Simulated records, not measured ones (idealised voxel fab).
Title: Process Module voxel self aligned contacts
Shown is cross-section cut, with a width of 150 nm and square cells of size 5 nm.
How to read a cross-section here: the picture is a grid of square cells, written as bands going from the top down, and any band can span one or more rows of cells.
Within each band entry, the heights of the top and of the bottom of the band appear first, in that order and in nm; the materials of the band then follow from left to right, each with its corresponding width in nm. The designation "everywhere" on a single material indicates that it fills the band from edge to edge; the designation "blank" indicates empty space.
Convention: height 0 is the level below which the wafer, as received, is all one material. The lowest band does not terminate at the bottom but continues downward, represented as "0 and below".
Width "30..40": first value at the band's top row of cells, second value at its bottom row, equal change from row to row.
"no alteration" after a step means that no cell of the cross-section changed.
"Sealed voids": empty spaces of 8 cells or more with no open way to the top, each given as width x height at distance, distance from the left edge, all in nm.
Step line, after settings: the simulator's comment on this step.
overlay nm, on a step with a mask: how far to the right of its planned place the mask lay; to the left if negative

Steps planned for the process
1) RECEIVE (material Si)
2) CONFORMAL_DEP (material SiO2; thk nm 5)
3) DIRECTIONAL_DEP (material polySi; thk nm 30)
4) DIRECTIONAL_DEP (material SiN; thk nm 20)
5) MASKED_ETCH (tone cover; mask id GATE; width nm 30; pitch nm 60; etch materials SiN; depth nm 20; overlay nm 0)
6) MASKED_ETCH (tone cover; mask id GATE; width nm 30; pitch nm 60; etch materials polySi; depth nm 30; overlay nm 0)
7) CONFORMAL_DEP (material SiN; thk nm 5)
8) DIRECTIONAL_ETCH (etch materials SiN; depth nm 5)
9) FILL_DEP (material SiO2; thk nm 20)
10) CMP (height nm 65)
11) DIRECTIONAL_DEP (material aC; thk nm 15)
12) PATTERN (tone open; mask id CONTACT; material resist; width nm 40; thk nm 30; overlay nm 0)
13) DIRECTIONAL_ETCH (etch materials aC; depth nm 15)
14) STRIP (etch materials resist)
15) DIRECTIONAL_ETCH (etch materials SiO2; depth nm 65)
16) STRIP (etch materials aC)
17) CONFORMAL_DEP (material TiN; thk nm 5)
18) FILL_DEP (material W; thk nm 5)
19) CMP (height nm 65)
20) CONFORMAL_DEP (material SiN; thk nm 5)

The cross-section here shows the wafer as received, i.e. in its state after step 1
0 and below: Si everywhere
Sealed voids: none

Sectioned view, first of two wafers, at the close of the module, processed as intended in the plan
70 down to 65: SiN everywhere
65 down to 55: 55 of SiO2 / 5..15 of TiN / 30..10 of W / 5..15 of TiN / 55 of SiO2
55 down to 35: 25 of SiO2 / 40 of SiN / 5 of TiN / 10 of W / 5 of TiN / 40 of SiN / 25 of SiO2
35 down to 5: 25 of SiO2 / 5 of SiN / 30 of polySi / 5 of SiN / 5 of TiN / 10 of W / 5 of TiN / 5 of SiN / 30 of polySi / 5 of SiN / 25 of SiO2
5 down to 0: 65 of SiO2 / 20 of TiN / 65 of SiO2
0 and below: Si everywhere
Sealed voids: none

Cross-sectional view of the second of two wafers upon completion of the module. This wafer shared its starting condition and process plan with the first; one error was made during its execution
70 down to 65: SiN everywhere
65 down to 40: 25 of SiO2 / 5 of SiN / 30 of polySi / 5 of SiN / 5 of TiN / 10 of W / 5 of TiN / 5 of SiN / 30 of polySi / 5 of SiN / 25 of SiO2
40 down to 35: 25 of SiO2 / 5 of SiN / 30 of polySi / 5 of SiN / 20 of TiN / 5 of SiN / 30 of polySi / 5 of SiN / 25 of SiO2
35 down to 5: polySi everywhere
5 down to 0: SiO2 everywhere
0 and below: Si everywhere
Sealed voids: none
So what did we get wrong on this run? step 3 of the plan was twice carried out
Cell-count delta at end, second wafer over first, by material: -64 SiN; -80 SiO2; -18 TiN; -18 W; +180 polySi
